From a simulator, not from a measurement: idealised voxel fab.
process module | voxel air gaps
cross-section cut | 155 nm wide | cells 5 nm
A cross-section is a grid of square cells, given in bands from the top down. A band is one or more rows of cells.
Each band's line starts with the height of the band's top and of its bottom, in nm. Then come its materials from left to right, each with its width in nm. One material with "throughout" fills the band from edge to edge. "air" is empty space.
Height 0 is the level under which the wafer as received is all one material. The lowest band goes on downwards, as in "0 down".
A width such as "30 to 40" changes by the same amount from each row of cells to the next, from the band's top row to its bottom row.
"no change" after a step means that no cell of the cross-section changed.
closed voids: empty space of 8 cells or more with no open way to the top, each as width x height at its distance from the left edge, in nm
after a step's settings: what the simulator itself notes on the step
overlay nm, on a step with a mask: how far to the right of its planned place the mask lay; to the left if negative
plan
1 op RECEIVE | material Si
2 op CONFORMAL_DEP | material SiO2 | thk nm 10
3 op CONFORMAL_DEP | material SiN | thk nm 5
4 op DIRECTIONAL_DEP | material SiO2 | thk nm 30
5 op DIRECTIONAL_DEP | material aC | thk nm 10
6 op PATTERN | tone open | mask id LINES | material resist | width nm 20 | pitch nm 45 | thk nm 30 | overlay nm 0
7 op DIRECTIONAL_ETCH | etch materials aC | depth nm 10
8 op STRIP | etch materials resist
9 op DIRECTIONAL_ETCH | etch materials SiO2 | depth nm 30
10 op STRIP | etch materials aC
11 op CONFORMAL_DEP | material TiN | thk nm 5
12 op FILL_DEP | material Ru | thk nm 5
13 op CMP | height nm 45
14 op EPI | material Ru | thk nm 10
15 op SELECTIVE_ETCH | etch materials SiO2 | depth nm 40
16 op CONFORMAL_DEP | material SiCN | thk nm 5
as received, after step 1
  0 down: Si throughout
  closed voids: none
first wafer at the end, as planned
  60 to 55: air 5 | SiCN 140 | air 10
  55 to 45: air 5 | SiCN 5 | Ru 40 | SiCN 5 | Ru 40 | SiCN 5 | Ru 40 | SiCN 5 | air 10
  45 to 40: air 5 | SiCN 15 | TiN 5 | Ru 10 | TiN 5 | SiCN 25 | TiN 5 | Ru 10 | TiN 5 | SiCN 25 | TiN 5 | Ru 10 | TiN 5 | SiCN 15 | air 10
  40 to 20: air 15 | SiCN 5 | TiN 5 | Ru 10 | TiN 5 | SiCN 5 | air 15 | SiCN 5 | TiN 5 | Ru 10 | TiN 5 | SiCN 5 | air 15 | SiCN 5 | TiN 5 | Ru 10 | TiN 5 | SiCN 5 | air 20
  20 to 15: SiCN 20 | TiN 20 | SiCN 25 | TiN 20 | SiCN 25 | TiN 20 | SiCN 25
  15 to 10: SiN throughout
  10 to 0: SiO2 throughout
  0 down: Si throughout
  closed voids: 15 x 20 at 45; 15 x 20 at 90
second wafer at the end: like start, like plan, one mistake
  50 to 45: SiCN throughout
  45 to 40: SiN throughout
  40 to 0: SiO2 throughout
  0 down: Si throughout
  closed voids: none
what went wrong: steps 3 and 4 were swapped
at the end the second wafer has, in cells: 78 fewer of Ru | 64 fewer of SiCN | 186 more of SiO2 | 42 fewer of TiN
closed voids at the end (first wafer, second wafer): 2, 0
